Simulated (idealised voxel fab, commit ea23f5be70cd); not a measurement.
Process module in this document: voxel ribs on slabs
Cross-section cut spans 155 nm and uses square cells 5 nm in size.
A cross-section in this document is a grid of square cells, and it is written down as bands, the top band listed before the ones below it; a band is made up of one or more rows of cells. Per band: top height and bottom height in nm, followed by the left-to-right materials and their widths in nm; "everywhere" marks a single material spanning edge to edge, "blank" marks empty space. Ref level 0: as-received wafer is one material below here. Bottom band extends down with no lower bound ("0 -> down"). You'd read "30..40" like this: the band's top row of cells is as wide as the first number, its bottom row is as wide as the second, and going down, every row changes width by the same amount as the row before did. Key: "remained the same" - step with no changed cell in the cross-section. Basically, "Completely enclosed voids" tells you about the enclosed voids: empty spaces with no open way to the top, 8 cells or bigger, each written width x height at distance, where distance is from the left edge, all in nm. What comes after the settings on a step's line is commentary from the simulator itself on that step. overlay nm: step with mask; distance mask lay right of planned place; negative value = left of planned place.

Below is the list of planned process steps
- 1: RECEIVE (material Si)
- 2: DIRECTIONAL_DEP (material SiO2; thk nm 30)
- 3: DIRECTIONAL_DEP (material polySi; thk nm 15)
- 4: MASKED_ETCH (tone cover; mask id RIB; width nm 20; etch materials polySi; depth nm 5; overlay nm 0)
- 5: MASKED_ETCH (tone cover; mask id SLAB; width nm 50; etch materials polySi; depth nm 10; overlay nm 0)
- 6: FILL_DEP (material SiO2; thk nm 25)
- 7: CMP (height nm 60)
- 8: DIRECTIONAL_DEP (material TiN; thk nm 5)
- 9: PATTERN (tone cover; mask id HEATER; material resist; width nm 30; thk nm 20; overlay nm 0)
- 10: DIRECTIONAL_ETCH (etch materials TiN; depth nm 5)
- 11: STRIP (etch materials resist)
- 12: CONFORMAL_DEP (material SiO2; thk nm 10)

As-received wafer cross-section (after step 1)
	0 -> down | Si everywhere
	Completely enclosed voids: none

Cross-section taken at module completion on the first of two wafers; processed per the plan
	75 -> 70 | 50 blank, 50 SiO2, 55 blank
	70 -> 65 | SiO2 everywhere
	65 -> 60 | 60 SiO2, 30 TiN, 65 SiO2
	60 -> 45 | SiO2 everywhere
	45 -> 40 | 65 SiO2, 20 polySi, 70 SiO2
	40 -> 30 | 50 SiO2, 50 polySi, 55 SiO2
	30 -> 0 | SiO2 everywhere
	0 -> down | Si everywhere
	Completely enclosed voids: none

End of module, second wafer, cross-section. Started like the first, planned like the first, run with one mistake
	65 -> 60 | 60 blank, 30 TiN, 65 blank
	60 -> 45 | SiO2 everywhere
	45 -> 40 | 65 SiO2, 20 polySi, 70 SiO2
	40 -> 30 | 50 SiO2, 50 polySi, 55 SiO2
	30 -> 0 | SiO2 everywhere
	0 -> down | Si everywhere
	Completely enclosed voids: none
What was the processing mistake? step 12 from the plan never happened, it was just skipped
Final difference in cells, second wafer against first, listed per material as more or fewer: 66 fewer of SiO2
